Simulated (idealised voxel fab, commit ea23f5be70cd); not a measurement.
A process module follows: voxel quadruple lines.
245 nm wide, 5 nm square cells: that's cross-section cut.
When this document writes out a cross-section, it uses a grid of square cells and lists it as bands, beginning at the top and moving down, with a band standing for one or more rows of cells. The band entry comprises the height of the band's top followed by the height of its bottom, expressed in nm, and subsequently the band's materials from left to right, each stated together with its width in nm. Where a single material is marked with the word "edge to edge", that material fills the band from edge to edge. The word "empty" represents empty space. We count height from 0. Below that, the starting wafer is all one material. The lowest band never ends at the bottom but goes on down; see "top 0, no bottom" for how that is written. So if you see something like "30 to 40" for the width, read it as the top row of the band sitting at the first number and the bottom row at the second, with every row in between moving by the same amount as the last. It should be understood that the words "no modification", when stated for a given step, signify that the cross-section underwent no change in any of its cells during that step. Voids not open to the top, 8 cells minimum: see "Sealed voids". Written width x height at distance; distance is from the left edge; nm. Heads up: the bit after the settings on a step's line is the simulator's remark on that step. overlay nm: on a step with a mask, how far right of its planned place the mask lay; negative means left.
Process steps - plan:
1) RECEIVE, material Si
2) CONFORMAL_DEP, material Al2O3, thk nm 5
3) DIRECTIONAL_DEP, material TiN, thk nm 10
4) DIRECTIONAL_DEP, material polySi, thk nm 20
5) DIRECTIONAL_DEP, material aC, thk nm 20
6) PATTERN, tone cover, mask id MANDREL, material resist, width nm 20, pitch nm 60, thk nm 25, overlay nm 0
7) DIRECTIONAL_ETCH, etch materials aC, depth nm 20
8) STRIP, etch materials resist
9) CONFORMAL_DEP, material SiO2, thk nm 10
10) DIRECTIONAL_ETCH, etch materials SiO2, depth nm 10
11) STRIP, etch materials aC
12) DIRECTIONAL_ETCH, etch materials polySi, depth nm 20
13) STRIP, etch materials SiO2
14) CONFORMAL_DEP, material SiCN, thk nm 5
15) DIRECTIONAL_ETCH, etch materials SiCN, depth nm 5
16) STRIP, etch materials polySi
17) DIRECTIONAL_ETCH, etch materials TiN, depth nm 10
18) STRIP, etch materials SiCN
19) FILL_DEP, material SiO2, thk nm 5
20) CMP, height nm 15
Cross-section of the incoming wafer, state after step 1:
	top 0, no bottom: Si edge to edge
	Sealed voids: none
Cross-section: first of two wafers, module finished, run according to plan:
	top 15, bottom 5: 65 of SiO2, then 5 of TiN, then 10 of SiO2, then 5 of TiN, then 10 of SiO2, then 5 of TiN, then 10 of SiO2, then 5 of TiN, then 10 of SiO2, then 5 of TiN, then 10 of SiO2, then 5 of TiN, then 10 of SiO2, then 5 of TiN, then 10 of SiO2, then 5 of TiN, then 70 of SiO2
	top 5, bottom 0: Al2O3 edge to edge
	top 0, no bottom: Si edge to edge
	Sealed voids: none
Wafer two (of two), end-of-module cross-section: start = wafer one, plan = wafer one, one run mistake:
	top 15, bottom 5: polySi edge to edge
	top 5, bottom 0: Al2O3 edge to edge
	top 0, no bottom: Si edge to edge
	Sealed voids: none
So what did we get wrong on this run? deviation from plan: step 4 and step 3 executed in one another's positions
In the final state, the cell counts of the second wafer exceed or fall short of those of the first for the following materials: -82 SiO2; -16 TiN; +98 polySi
